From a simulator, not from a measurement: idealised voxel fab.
process module | voxel local oxidation
cross-section cut | 170 nm wide | cells 5 nm
A cross-section is a grid of square cells, given in bands from the top down. A band is one or more rows of cells.
Each band's line starts with the height of the band's top and of its bottom, in nm. Then come its materials from left to right, each with its width in nm. One material with "throughout" fills the band from edge to edge. "air" is empty space.
Height 0 is the level under which the wafer as received is all one material. The lowest band goes on downwards, as in "0 down".
A width such as "30 to 40" changes by the same amount from each row of cells to the next, from the band's top row to its bottom row.
"no change" after a step means that no cell of the cross-section changed.
closed voids: empty space of 8 cells or more with no open way to the top, each as width x height at its distance from the left edge, in nm
after a step's settings: what the simulator itself notes on the step
overlay nm, on a step with a mask: how far to the right of its planned place the mask lay; to the left if negative
plan
1 op RECEIVE | material Si
2 op OXIDIZE | depth nm 5
3 op CONFORMAL_DEP | material SiN | thk nm 10
4 op MASKED_ETCH | tone cover | mask id ACTIVE | width nm 100 | etch materials SiN | depth nm 10 | overlay nm -15
5 op SELECTIVE_ETCH | etch materials SiO2 | depth nm 5
6 op OXIDIZE | depth nm 10
7 op STRIP | etch materials SiN
varied across the wafers: overlay nm of step 4. The plan shows the first wafer's value. All wafers start alike
first wafer as received, after step 1
  0 down: Si throughout
  closed voids: none
first wafer at the end, after step 7
  0 to -5: air 25 | SiO2 90 | air 55
  -5 to -15: SiO2 35 | Si 70 | SiO2 65
  -15 down: Si throughout
  closed voids: none
last wafer at the end
  0 to -5: air 55 | SiO2 90 | air 25
  -5 to -15: SiO2 65 | Si 70 | SiO2 35
  -15 down: Si throughout
  closed voids: none
each wafer at the end: cells of each material gained (+) or lost (-) since it was received, then its closed voids
overlay nm -15 | -74 Si | +58 SiO2 | closed voids: none
overlay nm -10 | -74 Si | +58 SiO2 | closed voids: none
overlay nm -5 | -74 Si | +58 SiO2 | closed voids: none
overlay nm 0 | -74 Si | +58 SiO2 | closed voids: none
overlay nm 5 | -74 Si | +58 SiO2 | closed voids: none
overlay nm 10 | -74 Si | +58 SiO2 | closed voids: none
overlay nm 15 | -74 Si | +58 SiO2 | closed voids: none
